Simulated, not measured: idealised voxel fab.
Name of the process module below: voxel self aligned contacts
Square cells of 5 nm make up the cross-section cut, whose width is 180 nm.
When this document writes out a cross-section, it uses a grid of square cells and lists it as bands, beginning at the top and moving down, with a band standing for one or more rows of cells.
This entry defines a band. It first specifies the height of the band's top and the height of its bottom in nm, and then specifies the band's materials from left to right, stating each material with its width in nm. The word "throughout" identifies a single material that fills the band from edge to edge, while the word "blank" identifies empty space.
Basically, 0 is our baseline, since under it the wafer straight out of the box is all one material. The bottom band has no lower end and keeps on going down, so it looks like "top 0, no bottom".
So if you see something like "30->40" for the width, read it as the top row of the band sitting at the first number and the bottom row at the second, with every row in between moving by the same amount as the last.
"left unchanged" means the step left every cell of the cross-section as it was.
You'll see "Trapped cavities" listing empty spaces that have no way open to the top, as long as they're 8 cells or more; the notation is width x height at distance, where the distance is from the left edge, and all of it is in nm.
Read whatever lies past the settings on a step's line as the simulator's own remark about the step.
Each step line may optionally specify "overlay nm", which for a step with a mask gives the rightward distance between the mask's planned place and where it lay, a negative value indicating the leftward direction.
Every pair from here on: before one process step, after it. The after cross-section reaches only to the lowest band that changed. Below the pair: the step in between and its settings. Pairs can belong to different runs of this module on the same starting wafer; a pair carries on from the pair above only if the entry headed "Incoming profile" says so.

**Incoming profile**
> top 0, no bottom  Si throughout
> Trapped cavities: none

**As Processed**
> top 5, bottom 0  SiO2 throughout
> Under 0: no change, same as before.
> Trapped cavities: none
Operation between the pre and post cross-sections above: CONFORMAL_DEP, material SiO2, thk nm 5

Incoming profile: cross-section not repeated; it is the one shown after the step in the pair just above.

**As Processed**
> top 35, bottom 5  polySi throughout
> Under 5: no change, same as before.
> Trapped cavities: none
Operation between the pre and post cross-sections above: DIRECTIONAL_DEP, material polySi, thk nm 30

Incoming profile: cross-section not repeated; it is the one shown after the step in the pair just above.

**As Processed**
> top 60, bottom 35  SiN throughout
> Under 35: no change, same as before.
> Trapped cavities: none
Operation between the pre and post cross-sections above: DIRECTIONAL_DEP, material SiN, thk nm 25

Incoming profile: cross-section not repeated; it is the one shown after the step in the pair just above.

**As Processed**
> top 75, bottom 60  45 of blank / 25 of resist / 40 of blank / 25 of resist / 45 of blank
> Under 60: no change, same as before.
> Trapped cavities: none
Operation between the pre and post cross-sections above: PATTERN, tone cover, mask id GATE, material resist, width nm 25, pitch nm 65, thk nm 15, overlay nm 0

Incoming profile: cross-section not repeated; it is the one shown after the step in the pair just above.

**As Processed**
> top 75, bottom 60  45 of blank / 25 of resist / 40 of blank / 25 of resist / 45 of blank
> top 60, bottom 35  45 of blank / 25 of SiN / 40 of blank / 25 of SiN / 45 of blank
> Under 35: no change, same as before.
> Trapped cavities: none
Operation between the pre and post cross-sections above: DIRECTIONAL_ETCH, etch materials SiN, depth nm 25

Incoming profile: cross-section not repeated; it is the one shown after the step in the pair just above.

**As Processed**
> top 75, bottom 60  45 of blank / 25 of resist / 40 of blank / 25 of resist / 45 of blank
> top 60, bottom 35  45 of blank / 25 of SiN / 40 of blank / 25 of SiN / 45 of blank
> top 35, bottom 5  45 of blank / 25 of polySi / 40 of blank / 25 of polySi / 45 of blank
> Under 5: no change, same as before.
> Trapped cavities: none
Operation between the pre and post cross-sections above: DIRECTIONAL_ETCH, etch materials polySi, depth nm 30

Incoming profile: cross-section not repeated; it is the one shown after the step in the pair just above.

**As Processed**
> top 60, bottom 35  45 of blank / 25 of SiN / 40 of blank / 25 of SiN / 45 of blank
> Under 35: no change, same as before.
> Trapped cavities: none
Operation between the pre and post cross-sections above: STRIP, etch materials resist

Incoming profile: cross-section not repeated; it is the one shown after the step in the pair just above.

**As Processed**
> top 70, bottom 35  35 of blank / 45 of SiN / 20 of blank / 45 of SiN / 35 of blank
> top 35, bottom 15  35 of blank / 10 of SiN / 25 of polySi / 10 of SiN / 20 of blank / 10 of SiN / 25 of polySi / 10 of SiN / 35 of blank
> top 15, bottom 5  45 of SiN / 25 of polySi / 40 of SiN / 25 of polySi / 45 of SiN
> Under 5: no change, same as before.
> Trapped cavities: none
Operation between the pre and post cross-sections above: CONFORMAL_DEP, material SiN, thk nm 10

Incoming profile: cross-section not repeated; it is the one shown after the step in the pair just above.

**As Processed**
> top 60, bottom 35  35 of blank / 45 of SiN / 20 of blank / 45 of SiN / 35 of blank
> top 35, bottom 5  35 of blank / 10 of SiN / 25 of polySi / 10 of SiN / 20 of blank / 10 of SiN / 25 of polySi / 10 of SiN / 35 of blank
> Under 5: no change, same as before.
> Trapped cavities: none
Operation between the pre and post cross-sections above: DIRECTIONAL_ETCH, etch materials SiN, depth nm 10

Incoming profile: cross-section not repeated; it is the one shown after the step in the pair just above.

**As Processed**
> top 70, bottom 60  SiO2 throughout
> top 60, bottom 35  35 of SiO2 / 45 of SiN / 20 of SiO2 / 45 of SiN / 35 of SiO2
> top 35, bottom 5  35 of SiO2 / 10 of SiN / 25 of polySi / 10 of SiN / 20 of SiO2 / 10 of SiN / 25 of polySi / 10 of SiN / 35 of SiO2
> Under 5: no change, same as before.
> Trapped cavities: none
Operation between the pre and post cross-sections above: FILL_DEP, material SiO2, thk nm 10

Incoming profile: cross-section not repeated; it is the one shown after the step in the pair just above.

**As Processed**
> top 65, bottom 60  SiO2 throughout
> Under 60: no change, same as before.
> Trapped cavities: none
Operation between the pre and post cross-sections above: CMP, height nm 65

Incoming profile: cross-section not repeated; it is the one shown after the step in the pair just above.

**As Processed**
> top 80, bottom 65  65 of resist / 50 of blank / 65 of resist
> Under 65: no change, same as before.
> Trapped cavities: none
Operation between the pre and post cross-sections above: PATTERN, tone open, mask id CONTACT, material resist, width nm 50, thk nm 15, overlay nm 0

Incoming profile: cross-section not repeated; it is the one shown after the step in the pair just above.

**As Processed**
> top 80, bottom 65  65 of resist / 50 of blank / 65 of resist
> top 65, bottom 60  65 of SiO2 / 50 of blank / 65 of SiO2
> top 60, bottom 35  35 of SiO2 / 45 of SiN / 20 of blank / 45 of SiN / 35 of SiO2
> top 35, bottom 5  35 of SiO2 / 10 of SiN / 25 of polySi / 10 of SiN / 20 of blank / 10 of SiN / 25 of polySi / 10 of SiN / 35 of SiO2
> top 5, bottom 0  80 of SiO2 / 20 of blank / 80 of SiO2
> Under 0: no change, same as before.
> Trapped cavities: none
Operation between the pre and post cross-sections above: DIRECTIONAL_ETCH, etch materials SiO2, depth nm 65

Incoming profile: cross-section not repeated; it is the one shown after the step in the pair just above.

**As Processed**
> top 65, bottom 60  65 of SiO2 / 50 of blank / 65 of SiO2
> Under 60: no change, same as before.
> Trapped cavities: none
Operation between the pre and post cross-sections above: STRIP, etch materials resist

Incoming profile: cross-section not repeated; it is the one shown after the step in the pair just above.

**As Processed**
> top 70, bottom 65  70 of TiN / 40 of blank / 70 of TiN
> top 65, bottom 60  65 of SiO2 / 20 of TiN / 10 of blank / 20 of TiN / 65 of SiO2
> top 60, bottom 35  35 of SiO2 / 45 of SiN / 5 of TiN / 10 of blank / 5 of TiN / 45 of SiN / 35 of SiO2
> top 35, bottom 5  35 of SiO2 / 10 of SiN / 25 of polySi / 10 of SiN / 5 of TiN / 10 of blank / 5 of TiN / 10 of SiN / 25 of polySi / 10 of SiN / 35 of SiO2
> top 5, bottom 0  80 of SiO2 / 20 of TiN / 80 of SiO2
> Under 0: no change, same as before.
> Trapped cavities: none
Operation between the pre and post cross-sections above: CONFORMAL_DEP, material TiN, thk nm 5

Incoming profile: cross-section not repeated; it is the one shown after the step in the pair just above.

**As Processed**
> top 80, bottom 70  W throughout
> top 70, bottom 65  70 of TiN / 40 of W / 70 of TiN
> top 65, bottom 60  65 of SiO2 / 20 of TiN / 10 of W / 20 of TiN / 65 of SiO2
> top 60, bottom 35  35 of SiO2 / 45 of SiN / 5 of TiN / 10 of W / 5 of TiN / 45 of SiN / 35 of SiO2
> top 35, bottom 5  35 of SiO2 / 10 of SiN / 25 of polySi / 10 of SiN / 5 of TiN / 10 of W / 5 of TiN / 10 of SiN / 25 of polySi / 10 of SiN / 35 of SiO2
> Under 5: no change, same as before.
> Trapped cavities: none
Operation between the pre and post cross-sections above: FILL_DEP, material W, thk nm 10

Incoming profile: cross-section not repeated; it is the one shown after the step in the pair just above.

**As Processed**
> top 65, bottom 60  65 of SiO2 / 20 of TiN / 10 of W / 20 of TiN / 65 of SiO2
> Under 60: no change, same as before.
> Trapped cavities: none
Operation between the pre and post cross-sections above: CMP, height nm 65

Incoming profile: cross-section not repeated; it is the one shown after the step in the pair just above.

**As Processed**
> top 70, bottom 65  SiN throughout
> Under 65: no change, same as before.
> Trapped cavities: none
Operation between the pre and post cross-sections above: CONFORMAL_DEP, material SiN, thk nm 5

**Incoming profile**
> top 0, no bottom  Si throughout
> Trapped cavities: none

**As Processed**
> top 30, bottom 0  polySi throughout
> Under 0: no change, same as before.
> Trapped cavities: none
Operation between the pre and post cross-sections above: DIRECTIONAL_DEP, material polySi, thk nm 30

Incoming profile: cross-section not repeated; it is the one shown after the step in the pair just above.

**As Processed**
> top 55, bottom 30  SiN throughout
> Under 30: no change, same as before.
> Trapped cavities: none
Operation between the pre and post cross-sections above: DIRECTIONAL_DEP, material SiN, thk nm 25

Incoming profile: cross-section not repeated; it is the one shown after the step in the pair just above.

**As Processed**
> top 70, bottom 55  45 of blank / 25 of resist / 40 of blank / 25 of resist / 45 of blank
> Under 55: no change, same as before.
> Trapped cavities: none
Operation between the pre and post cross-sections above: PATTERN, tone cover, mask id GATE, material resist, width nm 25, pitch nm 65, thk nm 15, overlay nm 0

Incoming profile: cross-section not repeated; it is the one shown after the step in the pair just above.

**As Processed**
> top 70, bottom 55  45 of blank / 25 of resist / 40 of blank / 25 of resist / 45 of blank
> top 55, bottom 30  45 of blank / 25 of SiN / 40 of blank / 25 of SiN / 45 of blank
> Under 30: no change, same as before.
> Trapped cavities: none
Operation between the pre and post cross-sections above: DIRECTIONAL_ETCH, etch materials SiN, depth nm 25

Incoming profile: cross-section not repeated; it is the one shown after the step in the pair just above.

**As Processed**
> top 70, bottom 55  45 of blank / 25 of resist / 40 of blank / 25 of resist / 45 of blank
> top 55, bottom 30  45 of blank / 25 of SiN / 40 of blank / 25 of SiN / 45 of blank
> top 30, bottom 0  45 of blank / 25 of polySi / 40 of blank / 25 of polySi / 45 of blank
> Under 0: no change, same as before.
> Trapped cavities: none
Operation between the pre and post cross-sections above: DIRECTIONAL_ETCH, etch materials polySi, depth nm 30

Incoming profile: cross-section not repeated; it is the one shown after the step in the pair just above.

**As Processed**
> top 55, bottom 30  45 of blank / 25 of SiN / 40 of blank / 25 of SiN / 45 of blank
> Under 30: no change, same as before.
> Trapped cavities: none
Operation between the pre and post cross-sections above: STRIP, etch materials resist

Incoming profile: cross-section not repeated; it is the one shown after the step in the pair just above.

**As Processed**
> top 65, bottom 30  35 of blank / 45 of SiN / 20 of blank / 45 of SiN / 35 of blank
> top 30, bottom 10  35 of blank / 10 of SiN / 25 of polySi / 10 of SiN / 20 of blank / 10 of SiN / 25 of polySi / 10 of SiN / 35 of blank
> top 10, bottom 0  45 of SiN / 25 of polySi / 40 of SiN / 25 of polySi / 45 of SiN
> Under 0: no change, same as before.
> Trapped cavities: none
Operation between the pre and post cross-sections above: CONFORMAL_DEP, material SiN, thk nm 10

Incoming profile: cross-section not repeated; it is the one shown after the step in the pair just above.

**As Processed**
> top 55, bottom 30  35 of blank / 45 of SiN / 20 of blank / 45 of SiN / 35 of blank
> top 30, bottom 0  35 of blank / 10 of SiN / 25 of polySi / 10 of SiN / 20 of blank / 10 of SiN / 25 of polySi / 10 of SiN / 35 of blank
> Under 0: no change, same as before.
> Trapped cavities: none
Operation between the pre and post cross-sections above: DIRECTIONAL_ETCH, etch materials SiN, depth nm 10

Incoming profile: cross-section not repeated; it is the one shown after the step in the pair just above.

**As Processed**
> top 65, bottom 55  SiO2 throughout
> top 55, bottom 30  35 of SiO2 / 45 of SiN / 20 of SiO2 / 45 of SiN / 35 of SiO2
> top 30, bottom 0  35 of SiO2 / 10 of SiN / 25 of polySi / 10 of SiN / 20 of SiO2 / 10 of SiN / 25 of polySi / 10 of SiN / 35 of SiO2
> Under 0: no change, same as before.
> Trapped cavities: none
Operation between the pre and post cross-sections above: FILL_DEP, material SiO2, thk nm 10

Incoming profile: cross-section not repeated; it is the one shown after the step in the pair just above.

**As Processed**
> top 80, bottom 65  65 of resist / 50 of blank / 65 of resist
> Under 65: no change, same as before.
> Trapped cavities: none
Operation between the pre and post cross-sections above: PATTERN, tone open, mask id CONTACT, material resist, width nm 50, thk nm 15, overlay nm 0

Incoming profile: cross-section not repeated; it is the one shown after the step in the pair just above.

**As Processed**
> top 80, bottom 65  65 of resist / 50 of blank / 65 of resist
> top 65, bottom 55  65 of SiO2 / 50 of blank / 65 of SiO2
> top 55, bottom 30  35 of SiO2 / 45 of SiN / 20 of blank / 45 of SiN / 35 of SiO2
> top 30, bottom 0  35 of SiO2 / 10 of SiN / 25 of polySi / 10 of SiN / 20 of blank / 10 of SiN / 25 of polySi / 10 of SiN / 35 of SiO2
> Under 0: no change, same as before.
> Trapped cavities: none
Operation between the pre and post cross-sections above: DIRECTIONAL_ETCH, etch materials SiO2, depth nm 65

Incoming profile: cross-section not repeated; it is the one shown after the step in the pair just above.

**As Processed**
> top 65, bottom 55  65 of SiO2 / 50 of blank / 65 of SiO2
> Under 55: no change, same as before.
> Trapped cavities: none
Operation between the pre and post cross-sections above: STRIP, etch materials resist

Incoming profile: cross-section not repeated; it is the one shown after the step in the pair just above.

**As Processed**
> top 70, bottom 65  70 of TiN / 40 of blank / 70 of TiN
> top 65, bottom 55  65 of SiO2 / 5->20 of TiN / 40->10 of blank / 5->20 of TiN / 65 of SiO2
> top 55, bottom 30  35 of SiO2 / 45 of SiN / 5 of TiN / 10 of blank / 5 of TiN / 45 of SiN / 35 of SiO2
> top 30, bottom 5  35 of SiO2 / 10 of SiN / 25 of polySi / 10 of SiN / 5 of TiN / 10 of blank / 5 of TiN / 10 of SiN / 25 of polySi / 10 of SiN / 35 of SiO2
> top 5, bottom 0  35 of SiO2 / 10 of SiN / 25 of polySi / 10 of SiN / 20 of TiN / 10 of SiN / 25 of polySi / 10 of SiN / 35 of SiO2
> Under 0: no change, same as before.
> Trapped cavities: none
Operation between the pre and post cross-sections above: CONFORMAL_DEP, material TiN, thk nm 5

Incoming profile: cross-section not repeated; it is the one shown after the step in the pair just above.

**As Processed**
> top 80, bottom 70  W throughout
> top 70, bottom 65  70 of TiN / 40 of W / 70 of TiN
> top 65, bottom 55  65 of SiO2 / 5->20 of TiN / 40->10 of W / 5->20 of TiN / 65 of SiO2
> top 55, bottom 30  35 of SiO2 / 45 of SiN / 5 of TiN / 10 of W / 5 of TiN / 45 of SiN / 35 of SiO2
> top 30, bottom 5  35 of SiO2 / 10 of SiN / 25 of polySi / 10 of SiN / 5 of TiN / 10 of W / 5 of TiN / 10 of SiN / 25 of polySi / 10 of SiN / 35 of SiO2
> Under 5: no change, same as before.
> Trapped cavities: none
Operation between the pre and post cross-sections above: FILL_DEP, material W, thk nm 10

Incoming profile: cross-section not repeated; it is the one shown after the step in the pair just above.

**As Processed**
> top 65, bottom 55  65 of SiO2 / 5->20 of TiN / 40->10 of W / 5->20 of TiN / 65 of SiO2
> Under 55: no change, same as before.
> Trapped cavities: none
Operation between the pre and post cross-sections above: CMP, height nm 65

Incoming profile: cross-section not repeated; it is the one shown after the step in the pair just above.

**As Processed**
> top 70, bottom 65  SiN throughout
> Under 65: no change, same as before.
> Trapped cavities: none
Operation between the pre and post cross-sections above: CONFORMAL_DEP, material SiN, thk nm 5

**Incoming profile**
> top 35, bottom 5  polySi throughout
> top 5, bottom 0  SiO2 throughout
> top 0, no bottom  Si throughout
> Trapped cavities: none

**As Processed**
> top 65, bottom 5  polySi throughout
> Under 5: no change, same as before.
> Trapped cavities: none
Operation between the pre and post cross-sections above: DIRECTIONAL_DEP, material polySi, thk nm 30

Incoming profile: cross-section not repeated; it is the one shown after the step in the pair just above.

**As Processed**
> top 90, bottom 65  SiN throughout
> Under 65: no change, same as before.
> Trapped cavities: none
Operation between the pre and post cross-sections above: DIRECTIONAL_DEP, material SiN, thk nm 25

Incoming profile: cross-section not repeated; it is the one shown after the step in the pair just above.

**As Processed**
> top 105, bottom 90  45 of blank / 25 of resist / 40 of blank / 25 of resist / 45 of blank
> Under 90: no change, same as before.
> Trapped cavities: none
Operation between the pre and post cross-sections above: PATTERN, tone cover, mask id GATE, material resist, width nm 25, pitch nm 65, thk nm 15, overlay nm 0

Incoming profile: cross-section not repeated; it is the one shown after the step in the pair just above.

**As Processed**
> top 105, bottom 90  45 of blank / 25 of resist / 40 of blank / 25 of resist / 45 of blank
> top 90, bottom 65  45 of blank / 25 of SiN / 40 of blank / 25 of SiN / 45 of blank
> Under 65: no change, same as before.
> Trapped cavities: none
Operation between the pre and post cross-sections above: DIRECTIONAL_ETCH, etch materials SiN, depth nm 25

Incoming profile: cross-section not repeated; it is the one shown after the step in the pair just above.

**As Processed**
> top 105, bottom 90  45 of blank / 25 of resist / 40 of blank / 25 of resist / 45 of blank
> top 90, bottom 65  45 of blank / 25 of SiN / 40 of blank / 25 of SiN / 45 of blank
> top 65, bottom 35  45 of blank / 25 of polySi / 40 of blank / 25 of polySi / 45 of blank
> Under 35: no change, same as before.
> Trapped cavities: none
Operation between the pre and post cross-sections above: DIRECTIONAL_ETCH, etch materials polySi, depth nm 30

Incoming profile: cross-section not repeated; it is the one shown after the step in the pair just above.

**As Processed**
> top 90, bottom 65  45 of blank / 25 of SiN / 40 of blank / 25 of SiN / 45 of blank
> Under 65: no change, same as before.
> Trapped cavities: none
Operation between the pre and post cross-sections above: STRIP, etch materials resist

Incoming profile: cross-section not repeated; it is the one shown after the step in the pair just above.

**As Processed**
> top 100, bottom 65  35 of blank / 45 of SiN / 20 of blank / 45 of SiN / 35 of blank
> top 65, bottom 45  35 of blank / 10 of SiN / 25 of polySi / 10 of SiN / 20 of blank / 10 of SiN / 25 of polySi / 10 of SiN / 35 of blank
> top 45, bottom 35  45 of SiN / 25 of polySi / 40 of SiN / 25 of polySi / 45 of SiN
> Under 35: no change, same as before.
> Trapped cavities: none
Operation between the pre and post cross-sections above: CONFORMAL_DEP, material SiN, thk nm 10

Incoming profile: cross-section not repeated; it is the one shown after the step in the pair just above.

**As Processed**
> top 90, bottom 65  35 of blank / 45 of SiN / 20 of blank / 45 of SiN / 35 of blank
> top 65, bottom 35  35 of blank / 10 of SiN / 25 of polySi / 10 of SiN / 20 of blank / 10 of SiN / 25 of polySi / 10 of SiN / 35 of blank
> Under 35: no change, same as before.
> Trapped cavities: none
Operation between the pre and post cross-sections above: DIRECTIONAL_ETCH, etch materials SiN, depth nm 10

Incoming profile: cross-section not repeated; it is the one shown after the step in the pair just above.

**As Processed**
> top 100, bottom 90  SiO2 throughout
> top 90, bottom 65  35 of SiO2 / 45 of SiN / 20 of SiO2 / 45 of SiN / 35 of SiO2
> top 65, bottom 35  35 of SiO2 / 10 of SiN / 25 of polySi / 10 of SiN / 20 of SiO2 / 10 of SiN / 25 of polySi / 10 of SiN / 35 of SiO2
> Under 35: no change, same as before.
> Trapped cavities: none
Operation between the pre and post cross-sections above: FILL_DEP, material SiO2, thk nm 10

Incoming profile: cross-section not repeated; it is the one shown after the step in the pair just above.

**As Processed**
> top 65, bottom 35  35 of SiO2 / 10 of SiN / 25 of polySi / 10 of SiN / 20 of SiO2 / 10 of SiN / 25 of polySi / 10 of SiN / 35 of SiO2
> Under 35: no change, same as before.
> Trapped cavities: none
Operation between the pre and post cross-sections above: CMP, height nm 65

Incoming profile: cross-section not repeated; it is the one shown after the step in the pair just above.

**As Processed**
> top 80, bottom 65  65 of resist / 50 of blank / 65 of resist
> Under 65: no change, same as before.
> Trapped cavities: none
Operation between the pre and post cross-sections above: PATTERN, tone open, mask id CONTACT, material resist, width nm 50, thk nm 15, overlay nm 0

Incoming profile: cross-section not repeated; it is the one shown after the step in the pair just above.

**As Processed**
> top 80, bottom 65  65 of resist / 50 of blank / 65 of resist
> top 65, bottom 35  35 of SiO2 / 10 of SiN / 25 of polySi / 10 of SiN / 20 of blank / 10 of SiN / 25 of polySi / 10 of SiN / 35 of SiO2
> Under 35: no change, same as before.
> Trapped cavities: none
Operation between the pre and post cross-sections above: DIRECTIONAL_ETCH, etch materials SiO2, depth nm 65

Incoming profile: cross-section not repeated; it is the one shown after the step in the pair just above.

**As Processed**
> top 65, bottom 35  35 of SiO2 / 10 of SiN / 25 of polySi / 10 of SiN / 20 of blank / 10 of SiN / 25 of polySi / 10 of SiN / 35 of SiO2
> Under 35: no change, same as before.
> Trapped cavities: none
Operation between the pre and post cross-sections above: STRIP, etch materials resist

Incoming profile: cross-section not repeated; it is the one shown after the step in the pair just above.

**As Processed**
> top 70, bottom 65  85 of TiN / 10 of blank / 85 of TiN
> top 65, bottom 40  35 of SiO2 / 10 of SiN / 25 of polySi / 10 of SiN / 5 of TiN / 10 of blank / 5 of TiN / 10 of SiN / 25 of polySi / 10 of SiN / 35 of SiO2
> top 40, bottom 35  35 of SiO2 / 10 of SiN / 25 of polySi / 10 of SiN / 20 of TiN / 10 of SiN / 25 of polySi / 10 of SiN / 35 of SiO2
> Under 35: no change, same as before.
> Trapped cavities: none
Operation between the pre and post cross-sections above: CONFORMAL_DEP, material TiN, thk nm 5

Incoming profile: cross-section not repeated; it is the one shown after the step in the pair just above.

**As Processed**
> top 80, bottom 70  W throughout
> top 70, bottom 65  85 of TiN / 10 of W / 85 of TiN
> top 65, bottom 40  35 of SiO2 / 10 of SiN / 25 of polySi / 10 of SiN / 5 of TiN / 10 of W / 5 of TiN / 10 of SiN / 25 of polySi / 10 of SiN / 35 of SiO2
> Under 40: no change, same as before.
> Trapped cavities: none
Operation between the pre and post cross-sections above: FILL_DEP, material W, thk nm 10

Incoming profile: cross-section not repeated; it is the one shown after the step in the pair just above.

**As Processed**
> top 65, bottom 40  35 of SiO2 / 10 of SiN / 25 of polySi / 10 of SiN / 5 of TiN / 10 of W / 5 of TiN / 10 of SiN / 25 of polySi / 10 of SiN / 35 of SiO2
> Under 40: no change, same as before.
> Trapped cavities: none
Operation between the pre and post cross-sections above: CMP, height nm 65

Incoming profile: cross-section not repeated; it is the one shown after the step in the pair just above.

**As Processed**
> top 70, bottom 65  SiN throughout
> Under 65: no change, same as before.
> Trapped cavities: none
Operation between the pre and post cross-sections above: CONFORMAL_DEP, material SiN, thk nm 5

**Incoming profile**
> top 60, bottom 35  45 of blank / 25 of SiN / 40 of blank / 25 of SiN / 45 of blank
> top 35, bottom 5  45 of blank / 25 of polySi / 40 of blank / 25 of polySi / 45 of blank
> top 5, bottom 0  SiO2 throughout
> top 0, no bottom  Si throughout
> Trapped cavities: none

**As Processed**
> top 50, bottom 35  45 of blank / 25 of SiN / 40 of blank / 25 of SiN / 45 of blank
> Under 35: no change, same as before.
> Trapped cavities: none
Operation between the pre and post cross-sections above: DIRECTIONAL_ETCH, etch materials SiN, depth nm 10

Incoming profile: cross-section not repeated; it is the one shown after the step in the pair just above.

**As Processed**
> top 60, bottom 35  35 of blank / 45 of SiN / 20 of blank / 45 of SiN / 35 of blank
> top 35, bottom 15  35 of blank / 10 of SiN / 25 of polySi / 10 of SiN / 20 of blank / 10 of SiN / 25 of polySi / 10 of SiN / 35 of blank
> top 15, bottom 5  45 of SiN / 25 of polySi / 40 of SiN / 25 of polySi / 45 of SiN
> Under 5: no change, same as before.
> Trapped cavities: none
Operation between the pre and post cross-sections above: CONFORMAL_DEP, material SiN, thk nm 10

Incoming profile: cross-section not repeated; it is the one shown after the step in the pair just above.

**As Processed**
> top 70, bottom 60  SiO2 throughout
> top 60, bottom 35  35 of SiO2 / 45 of SiN / 20 of SiO2 / 45 of SiN / 35 of SiO2
> top 35, bottom 15  35 of SiO2 / 10 of SiN / 25 of polySi / 10 of SiN / 20 of SiO2 / 10 of SiN / 25 of polySi / 10 of SiN / 35 of SiO2
> Under 15: no change, same as before.
> Trapped cavities: none
Operation between the pre and post cross-sections above: FILL_DEP, material SiO2, thk nm 10

Incoming profile: cross-section not repeated; it is the one shown after the step in the pair just above.

**As Processed**
> top 65, bottom 60  SiO2 throughout
> Under 60: no change, same as before.
> Trapped cavities: none
Operation between the pre and post cross-sections above: CMP, height nm 65

Incoming profile: cross-section not repeated; it is the one shown after the step in the pair just above.

**As Processed**
> top 80, bottom 65  65 of resist / 50 of blank / 65 of resist
> Under 65: no change, same as before.
> Trapped cavities: none
Operation between the pre and post cross-sections above: PATTERN, tone open, mask id CONTACT, material resist, width nm 50, thk nm 15, overlay nm 0

Incoming profile: cross-section not repeated; it is the one shown after the step in the pair just above.

**As Processed**
> top 80, bottom 65  65 of resist / 50 of blank / 65 of resist
> top 65, bottom 60  65 of SiO2 / 50 of blank / 65 of SiO2
> top 60, bottom 35  35 of SiO2 / 45 of SiN / 20 of blank / 45 of SiN / 35 of SiO2
> top 35, bottom 15  35 of SiO2 / 10 of SiN / 25 of polySi / 10 of SiN / 20 of blank / 10 of SiN / 25 of polySi / 10 of SiN / 35 of SiO2
> Under 15: no change, same as before.
> Trapped cavities: none
Operation between the pre and post cross-sections above: DIRECTIONAL_ETCH, etch materials SiO2, depth nm 65

Incoming profile: cross-section not repeated; it is the one shown after the step in the pair just above.

**As Processed**
> top 65, bottom 60  65 of SiO2 / 50 of blank / 65 of SiO2
> Under 60: no change, same as before.
> Trapped cavities: none
Operation between the pre and post cross-sections above: STRIP, etch materials resist

Incoming profile: cross-section not repeated; it is the one shown after the step in the pair just above.

**As Processed**
> top 70, bottom 65  70 of TiN / 40 of blank / 70 of TiN
> top 65, bottom 60  65 of SiO2 / 20 of TiN / 10 of blank / 20 of TiN / 65 of SiO2
> top 60, bottom 35  35 of SiO2 / 45 of SiN / 5 of TiN / 10 of blank / 5 of TiN / 45 of SiN / 35 of SiO2
> top 35, bottom 20  35 of SiO2 / 10 of SiN / 25 of polySi / 10 of SiN / 5 of TiN / 10 of blank / 5 of TiN / 10 of SiN / 25 of polySi / 10 of SiN / 35 of SiO2
> top 20, bottom 15  35 of SiO2 / 10 of SiN / 25 of polySi / 10 of SiN / 20 of TiN / 10 of SiN / 25 of polySi / 10 of SiN / 35 of SiO2
> Under 15: no change, same as before.
> Trapped cavities: none
Operation between the pre and post cross-sections above: CONFORMAL_DEP, material TiN, thk nm 5

Incoming profile: cross-section not repeated; it is the one shown after the step in the pair just above.

**As Processed**
> top 80, bottom 70  W throughout
> top 70, bottom 65  70 of TiN / 40 of W / 70 of TiN
> top 65, bottom 60  65 of SiO2 / 20 of TiN / 10 of W / 20 of TiN / 65 of SiO2
> top 60, bottom 35  35 of SiO2 / 45 of SiN / 5 of TiN / 10 of W / 5 of TiN / 45 of SiN / 35 of SiO2
> top 35, bottom 20  35 of SiO2 / 10 of SiN / 25 of polySi / 10 of SiN / 5 of TiN / 10 of W / 5 of TiN / 10 of SiN / 25 of polySi / 10 of SiN / 35 of SiO2
> Under 20: no change, same as before.
> Trapped cavities: none
Operation between the pre and post cross-sections above: FILL_DEP, material W, thk nm 10

Incoming profile: cross-section not repeated; it is the one shown after the step in the pair just above.

**As Processed**
> top 65, bottom 60  65 of SiO2 / 20 of TiN / 10 of W / 20 of TiN / 65 of SiO2
> Under 60: no change, same as before.
> Trapped cavities: none
Operation between the pre and post cross-sections above: CMP, height nm 65

Incoming profile: cross-section not repeated; it is the one shown after the step in the pair just above.

**As Processed**
> top 70, bottom 65  SiN throughout
> Under 65: no change, same as before.
> Trapped cavities: none
Operation between the pre and post cross-sections above: CONFORMAL_DEP, material SiN, thk nm 5

**Incoming profile**
> top 35, bottom 5  polySi throughout
> top 5, bottom 0  SiO2 throughout
> top 0, no bottom  Si throughout
> Trapped cavities: none

**As Processed**
> top 65, bottom 35  SiN throughout
> Under 35: no change, same as before.
> Trapped cavities: none
Operation between the pre and post cross-sections above: DIRECTIONAL_DEP, material SiN, thk nm 30

Incoming profile: cross-section not repeated; it is the one shown after the step in the pair just above.

**As Processed**
> top 80, bottom 65  45 of blank / 25 of resist / 40 of blank / 25 of resist / 45 of blank
> Under 65: no change, same as before.
> Trapped cavities: none
Operation between the pre and post cross-sections above: PATTERN, tone cover, mask id GATE, material resist, width nm 25, pitch nm 65, thk nm 15, overlay nm 0

Incoming profile: cross-section not repeated; it is the one shown after the step in the pair just above.

**As Processed**
> top 80, bottom 65  45 of blank / 25 of resist / 40 of blank / 25 of resist / 45 of blank
> top 65, bottom 40  45 of blank / 25 of SiN / 40 of blank / 25 of SiN / 45 of blank
> Under 40: no change, same as before.
> Trapped cavities: none
Operation between the pre and post cross-sections above: DIRECTIONAL_ETCH, etch materials SiN, depth nm 25

Incoming profile: cross-section not repeated; it is the one shown after the step in the pair just above.

**As Processed**
> top 65, bottom 40  45 of blank / 25 of SiN / 40 of blank / 25 of SiN / 45 of blank
> Under 40: no change, same as before.
> Trapped cavities: none
Operation between the pre and post cross-sections above: STRIP, etch materials resist

Incoming profile: cross-section not repeated; it is the one shown after the step in the pair just above.

**As Processed**
> top 75, bottom 50  35 of blank / 45 of SiN / 20 of blank / 45 of SiN / 35 of blank
> top 50, bottom 35  SiN throughout
> Under 35: no change, same as before.
> Trapped cavities: none
Operation between the pre and post cross-sections above: CONFORMAL_DEP, material SiN, thk nm 10

Incoming profile: cross-section not repeated; it is the one shown after the step in the pair just above.

**As Processed**
> top 65, bottom 40  35 of blank / 45 of SiN / 20 of blank / 45 of SiN / 35 of blank
> Under 40: no change, same as before.
> Trapped cavities: none
Operation between the pre and post cross-sections above: DIRECTIONAL_ETCH, etch materials SiN, depth nm 10

Incoming profile: cross-section not repeated; it is the one shown after the step in the pair just above.

**As Processed**
> top 75, bottom 65  SiO2 throughout
> top 65, bottom 40  35 of SiO2 / 45 of SiN / 20 of SiO2 / 45 of SiN / 35 of SiO2
> Under 40: no change, same as before.
> Trapped cavities: none
Operation between the pre and post cross-sections above: FILL_DEP, material SiO2, thk nm 10

Incoming profile: cross-section not repeated; it is the one shown after the step in the pair just above.

**As Processed**
> top 65, bottom 40  35 of SiO2 / 45 of SiN / 20 of SiO2 / 45 of SiN / 35 of SiO2
> Under 40: no change, same as before.
> Trapped cavities: none
Operation between the pre and post cross-sections above: CMP, height nm 65
